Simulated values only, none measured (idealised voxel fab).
process module | voxel transistor to metal
cross-section cut | 170 nm wide | cells 5 nm
A cross-section is a grid of square cells, given in bands from the top down. A band is one or more rows of cells.
Each band's line starts with the height of the band's top and of its bottom, in nm. Then come its materials from left to right, each with its width in nm. One material with "throughout" fills the band from edge to edge. "air" is empty space.
Height 0 is the level under which the wafer as received is all one material. The lowest band goes on downwards, as in "0 down".
A width such as "30 to 40" changes by the same amount from each row of cells to the next, from the band's top row to its bottom row.
"no change" after a step means that no cell of the cross-section changed.
closed voids: empty space of 8 cells or more with no open way to the top, each as width x height at its distance from the left edge, in nm
after a step's settings: what the simulator itself notes on the step
overlay nm, on a step with a mask: how far to the right of its planned place the mask lay; to the left if negative
plan
1 op RECEIVE | material Si
2 op OXIDIZE | depth nm 5
3 op CONFORMAL_DEP | material SiN | thk nm 15
4 op PATTERN | tone cover | mask id ACTIVE | material resist | width nm 95 | thk nm 15 | overlay nm 0
5 op DIRECTIONAL_ETCH | etch materials SiN | depth nm 15
6 op DIRECTIONAL_ETCH | etch materials SiO2 | depth nm 5
7 op DIRECTIONAL_ETCH | etch materials Si | depth nm 25
8 op STRIP | etch materials resist
9 op OXIDIZE | depth nm 5
10 op FILL_DEP | material SiO2 | thk nm 10
11 op CMP | height nm 15
12 op SELECTIVE_ETCH | etch materials SiO2 | depth nm 15
13 op STRIP | etch materials SiN
14 op SELECTIVE_ETCH | etch materials SiO2 | depth nm 5
15 op OXIDIZE | depth nm 5
16 op DIRECTIONAL_DEP | material polySi | thk nm 30
17 op DIRECTIONAL_DEP | material SiCN | thk nm 10
18 op MASKED_ETCH | tone cover | mask id GATE | width nm 25 | etch materials SiCN | depth nm 20 | overlay nm 0
19 op MASKED_ETCH | tone cover | mask id GATE | width nm 25 | etch materials polySi | depth nm 40 | overlay nm 0
20 op CONFORMAL_DEP | material SiN | thk nm 10
21 op DIRECTIONAL_ETCH | etch materials SiN | depth nm 10
22 op DIRECTIONAL_ETCH | etch materials SiO2 | depth nm 5
23 op EPI | material nSi | thk nm 5
24 op FILL_DEP | material SiO2 | thk nm 5
25 op CMP | height nm 35
26 op DIRECTIONAL_DEP | material SiO2 | thk nm 15
27 op PATTERN | tone open | mask id CONTACT | material resist | width nm 25 | pitch nm 60 | thk nm 15 | overlay nm 0
28 op DIRECTIONAL_ETCH | etch materials SiO2 | depth nm 55
29 op STRIP | etch materials resist
30 op CONFORMAL_DEP | material TiN | thk nm 5
31 op FILL_DEP | material Ru | thk nm 5
32 op CMP | height nm 50
33 op CONFORMAL_DEP | material SiN | thk nm 5
34 op DIRECTIONAL_DEP | material SiO2 | thk nm 20
35 op PATTERN | tone open | mask id METAL_1 | material resist | width nm 15 | pitch nm 70 | thk nm 15 | overlay nm 0
36 op DIRECTIONAL_ETCH | etch materials SiO2 | depth nm 20
37 op DIRECTIONAL_ETCH | etch materials SiN | depth nm 5
38 op STRIP | etch materials resist
39 op CONFORMAL_DEP | material TiN | thk nm 5
40 op FILL_DEP | material Ru | thk nm 10
41 op CMP | height nm 75
42 op CONFORMAL_DEP | material SiN | thk nm 5
as received, after step 1
  0 down: Si throughout
  closed voids: none
first wafer at the end, as planned
  80 to 75: SiN throughout
  75 to 55: SiO2 40 | TiN 5 | Ru 5 | TiN 5 | SiO2 55 | TiN 5 | Ru 5 | TiN 5 | SiO2 45
  55 to 50: SiN 40 | TiN 15 | SiN 55 | TiN 15 | SiN 45
  50 to 40: SiO2 40 | TiN 5 | Ru 15 | TiN 5 | SiO2 35 | TiN 5 | Ru 15 | TiN 5 | SiO2 45
  40 to 35: SiO2 40 | TiN 5 | Ru 10 | TiN 10 | SiO2 35 | TiN 10 | Ru 10 | TiN 5 | SiO2 45
  35 to 25: SiO2 40 | TiN 5 | Ru 10 | TiN 5 | SiN 10 | SiCN 25 | SiN 10 | TiN 5 | Ru 10 | TiN 5 | SiO2 45
  25 to 0: SiO2 40 | TiN 5 | Ru 10 | TiN 5 | SiN 10 | polySi 25 | SiN 10 | TiN 5 | Ru 10 | TiN 5 | SiO2 45
  0 to -5: SiO2 40 | TiN 20 | SiN 10 | polySi 25 | SiN 10 | TiN 20 | SiO2 45
  -5 to -10: SiO2 35 | nSi 25 | SiO2 45 | nSi 25 | SiO2 40
  -10 to -35: SiO2 40 | Si 85 | SiO2 45
  -35 down: Si throughout
  closed voids: none
second wafer at the end: like start, like plan, one mistake
  80 to 75: SiN throughout
  75 to 55: SiO2 40 | TiN 5 | Ru 5 | TiN 5 | SiO2 55 | TiN 5 | Ru 5 | TiN 5 | SiO2 45
  55 to 50: SiN 40 | TiN 15 | SiN 55 | TiN 15 | SiN 45
  50 to 40: SiO2 40 | TiN 5 | Ru 15 | TiN 5 | SiO2 35 | TiN 5 | Ru 15 | TiN 5 | SiO2 45
  40 to 35: SiO2 40 | TiN 5 | Ru 10 | TiN 10 | SiO2 35 | TiN 10 | Ru 10 | TiN 5 | SiO2 45
  35 to 25: SiO2 40 | TiN 5 | Ru 10 | TiN 5 | SiN 10 | SiCN 25 | SiN 10 | TiN 5 | Ru 10 | TiN 5 | SiO2 45
  25 to 0: SiO2 40 | TiN 5 | Ru 10 | TiN 5 | SiN 10 | polySi 25 | SiN 10 | TiN 5 | Ru 10 | TiN 5 | SiO2 45
  0 to -5: SiO2 40 | TiN 20 | SiN 10 | polySi 25 | SiN 10 | TiN 20 | SiO2 45
  -5 to -10: SiO2 30 | SiN 10 | nSi 20 | SiO2 45 | nSi 20 | SiN 10 | SiO2 35
  -10 to -20: SiO2 30 | SiN 10 | SiO2 5 | Si 75 | SiO2 5 | SiN 10 | SiO2 35
  -20 to -25: SiO2 45 | Si 75 | SiO2 50
  -25 to -35: SiO2 40 | Si 85 | SiO2 45
  -35 down: Si throughout
  closed voids: none
what went wrong: step 12 was run twice
at the end the second wafer has, in cells: 6 fewer of Si | 12 more of SiN | 4 fewer of SiO2 | 2 fewer of nSi
